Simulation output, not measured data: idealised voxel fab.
Process module, titled voxel self aligned contacts
The figure presents cross-section cut, which has a width of 215 nm and is divided into square cells with an edge length of 5 nm.
Just so we're on the same page, the cross-sections are grids of square cells, and they're listed out in bands top to bottom, each band one or more rows deep.
In this notation a band is specified by the heights of its top and bottom, in that order and in nm, after which its materials appear from left to right, each paired with its width in nm. The word "everywhere" attached to a single material means that material fills the band from edge to edge; the word "blank" stands for empty space.
Heights are expressed relative to 0, this being the level below which the as-received wafer comprises one material exclusively. The lowest band is unbounded in the downward direction and is denoted as in "0 down".
Think of "30 to 40" as a width that walks from the first number to the second as you go down the band, top row to bottom row, taking equal-sized steps from row to row.
Where the words "remained the same" appear for a step, the cross-section shows no cell changed by that step; every cell remained as before.
Listed in "Sealed void inventory": every empty space of 8 or more cells without an open way to the top. Form: width x height at distance, the distance being from the left edge, all in nm.
Note: text after step settings on the step line = simulator remark on that step.
A step's line can hold "overlay nm"; with a mask on that step, the setting says how far right of the planned place the mask lay, while a negative setting says it lay to the left.

**List of planned process steps**
1) RECEIVE: material Si
2) CONFORMAL_DEP: material SiO2, thk nm 5
3) DIRECTIONAL_DEP: material polySi, thk nm 20
4) DIRECTIONAL_DEP: material SiN, thk nm 25
5) PATTERN: tone cover, mask id GATE, material resist, width nm 25, pitch nm 60, thk nm 15, overlay nm 0
6) DIRECTIONAL_ETCH: etch materials SiN, depth nm 25
7) DIRECTIONAL_ETCH: etch materials polySi, depth nm 20
8) STRIP: etch materials resist
9) CONFORMAL_DEP: material SiN, thk nm 10
10) DIRECTIONAL_ETCH: etch materials SiN, depth nm 10
11) FILL_DEP: material SiO2, thk nm 15
12) CMP: height nm 60
13) DIRECTIONAL_DEP: material aC, thk nm 15
14) PATTERN: tone open, mask id CONTACT, material resist, width nm 45, pitch nm 60, thk nm 30, overlay nm 0
15) DIRECTIONAL_ETCH: etch materials aC, depth nm 15
16) STRIP: etch materials resist
17) DIRECTIONAL_ETCH: etch materials SiO2, depth nm 60
18) STRIP: etch materials aC
19) CONFORMAL_DEP: material TiN, thk nm 5
20) FILL_DEP: material W, thk nm 5
21) CMP: height nm 60
22) CONFORMAL_DEP: material SiCN, thk nm 5

**Shown in cross-section is the wafer as received, that is, as it stands after step 1**
  0 down | Si everywhere
  Sealed void inventory: none

**Cross-sectional image of the first of two wafers at the end of the module, the run having proceeded as planned**
  65 to 60 | SiCN everywhere
  60 to 50 | 55 nm SiO2; 5 to 20 nm TiN; 35 to 5 nm W; 5 to 20 nm TiN; 15 nm SiO2; 5 to 20 nm TiN; 35 to 5 nm W; 5 to 20 nm TiN; 55 nm SiO2
  50 to 25 | 25 nm SiO2; 45 nm SiN; 5 nm TiN; 5 nm W; 5 nm TiN; 45 nm SiN; 5 nm TiN; 5 nm W; 5 nm TiN; 45 nm SiN; 25 nm SiO2
  25 to 5 | 25 nm SiO2; 10 nm SiN; 25 nm polySi; 10 nm SiN; 5 nm TiN; 5 nm W; 5 nm TiN; 10 nm SiN; 25 nm polySi; 10 nm SiN; 5 nm TiN; 5 nm W; 5 nm TiN; 10 nm SiN; 25 nm polySi; 10 nm SiN; 25 nm SiO2
  5 to 0 | 70 nm SiO2; 15 nm TiN; 45 nm SiO2; 15 nm TiN; 70 nm SiO2
  0 down | Si everywhere
  Sealed void inventory: none

**Second wafer of the two, sectioned at the end of the module. It began like the first and followed the same plan, but one mistake was made while running it**
  65 to 60 | SiCN everywhere
  60 to 55 | 55 nm SiO2; 5 nm TiN; 35 nm W; 5 nm TiN; 15 nm SiO2; 5 nm TiN; 35 nm W; 5 nm TiN; 55 nm SiO2
  55 to 50 | 55 nm SiO2; 45 nm TiN; 15 nm SiO2; 45 nm TiN; 55 nm SiO2
  50 to 25 | 45 nm SiN; 5 nm SiO2; 55 nm SiN; 5 nm SiO2; 55 nm SiN; 5 nm SiO2; 45 nm SiN
  25 to 5 | 35 nm polySi; 10 nm SiN; 5 nm SiO2; 10 nm SiN; 35 nm polySi; 10 nm SiN; 5 nm SiO2; 10 nm SiN; 35 nm polySi; 10 nm SiN; 5 nm SiO2; 10 nm SiN; 35 nm polySi
  5 to 0 | SiO2 everywhere
  0 down | Si everywhere
  Sealed void inventory: none
What was done differently from what was planned? step 5 deviated from plan and actually ran as PATTERN: tone open, mask id GATE, material resist, width nm 25, pitch nm 60, thk nm 15, overlay nm 0
The closing comparison, in cells, has the second wafer with more or fewer of some materials than the first: SiN +65, SiO2 -57, TiN -40, W -20, polySi +52
